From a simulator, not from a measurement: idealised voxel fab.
process module | voxel self aligned contacts
cross-section cut | 250 nm wide | cells 5 nm
A cross-section is a grid of square cells, given in bands from the top down. A band is one or more rows of cells.
Each band's line starts with the height of the band's top and of its bottom, in nm. Then come its materials from left to right, each with its width in nm. One material with "throughout" fills the band from edge to edge. "air" is empty space.
Height 0 is the level under which the wafer as received is all one material. The lowest band goes on downwards, as in "0 down".
A width such as "30 to 40" changes by the same amount from each row of cells to the next, from the band's top row to its bottom row.
"no change" after a step means that no cell of the cross-section changed.
closed voids: empty space of 8 cells or more with no open way to the top, each as width x height at its distance from the left edge, in nm
after a step's settings: what the simulator itself notes on the step
overlay nm, on a step with a mask: how far to the right of its planned place the mask lay; to the left if negative
plan
1 op RECEIVE | material Si
2 op CONFORMAL_DEP | material SiO2 | thk nm 5
3 op DIRECTIONAL_DEP | material polySi | thk nm 30
4 op DIRECTIONAL_DEP | material SiN | thk nm 15
5 op PATTERN | tone cover | mask id GATE | material resist | width nm 35 | pitch nm 60 | thk nm 15 | overlay nm 0
6 op DIRECTIONAL_ETCH | etch materials SiN | depth nm 15
7 op DIRECTIONAL_ETCH | etch materials polySi | depth nm 30
8 op STRIP | etch materials resist
9 op CONFORMAL_DEP | material SiN | thk nm 5
10 op DIRECTIONAL_ETCH | etch materials SiN | depth nm 5
11 op FILL_DEP | material SiO2 | thk nm 15
12 op CMP | height nm 60
13 op PATTERN | tone open | mask id CONTACT | material resist | width nm 25 | pitch nm 60 | thk nm 15 | overlay nm 0
14 op DIRECTIONAL_ETCH | etch materials SiO2 | depth nm 60
15 op STRIP | etch materials resist
16 op CONFORMAL_DEP | material TiN | thk nm 5
17 op FILL_DEP | material Ru | thk nm 5
18 op CMP | height nm 60
19 op CONFORMAL_DEP | material SiCN | thk nm 5
varied across the wafers: width nm of step 13. The plan shows the first wafer's value. All wafers start alike
first wafer as received, after step 1
  0 down: Si throughout
  closed voids: none
first wafer at the end, after step 19
  65 to 60: SiCN throughout
  60 to 50: SiO2 80 | TiN 5 to 10 | Ru 15 to 5 | TiN 5 to 10 | SiO2 35 | TiN 5 to 10 | Ru 15 to 5 | TiN 5 to 10 | SiO2 85
  50 to 35: SiO2 40 | SiN 45 | TiN 5 | Ru 5 | TiN 5 | SiN 45 | TiN 5 | Ru 5 | TiN 5 | SiN 45 | SiO2 45
  35 to 5: SiO2 40 | SiN 5 | polySi 35 | SiN 5 | TiN 5 | Ru 5 | TiN 5 | SiN 5 | polySi 35 | SiN 5 | TiN 5 | Ru 5 | TiN 5 | SiN 5 | polySi 35 | SiN 5 | SiO2 45
  5 to 0: SiO2 85 | TiN 15 | SiO2 45 | TiN 15 | SiO2 90
  0 down: Si throughout
  closed voids: none
last wafer at the end
  65 to 60: SiCN throughout
  60 to 50: SiO2 70 | TiN 5 to 20 | Ru 35 to 5 | TiN 5 to 20 | SiO2 15 | TiN 5 to 20 | Ru 35 to 5 | TiN 5 to 20 | SiO2 75
  50 to 35: SiO2 40 | SiN 45 | TiN 5 | Ru 5 | TiN 5 | SiN 45 | TiN 5 | Ru 5 | TiN 5 | SiN 45 | SiO2 45
  35 to 5: SiO2 40 | SiN 5 | polySi 35 | SiN 5 | TiN 5 | Ru 5 | TiN 5 | SiN 5 | polySi 35 | SiN 5 | TiN 5 | Ru 5 | TiN 5 | SiN 5 | polySi 35 | SiN 5 | SiO2 45
  5 to 0: SiO2 85 | TiN 15 | SiO2 45 | TiN 15 | SiO2 90
  0 down: Si throughout
  closed voids: none
each wafer at the end: cells of each material gained (+) or lost (-) since it was received, then its closed voids
width nm 25 | +26 Ru | +50 SiCN | +117 SiN | +277 SiO2 | +54 TiN | +126 polySi | closed voids: none
width nm 30 | +28 Ru | +50 SiCN | +117 SiN | +273 SiO2 | +56 TiN | +126 polySi | closed voids: none
width nm 35 | +30 Ru | +50 SiCN | +117 SiN | +269 SiO2 | +58 TiN | +126 polySi | closed voids: none
width nm 40 | +32 Ru | +50 SiCN | +117 SiN | +265 SiO2 | +60 TiN | +126 polySi | closed voids: none
width nm 45 | +34 Ru | +50 SiCN | +117 SiN | +261 SiO2 | +62 TiN | +126 polySi | closed voids: none
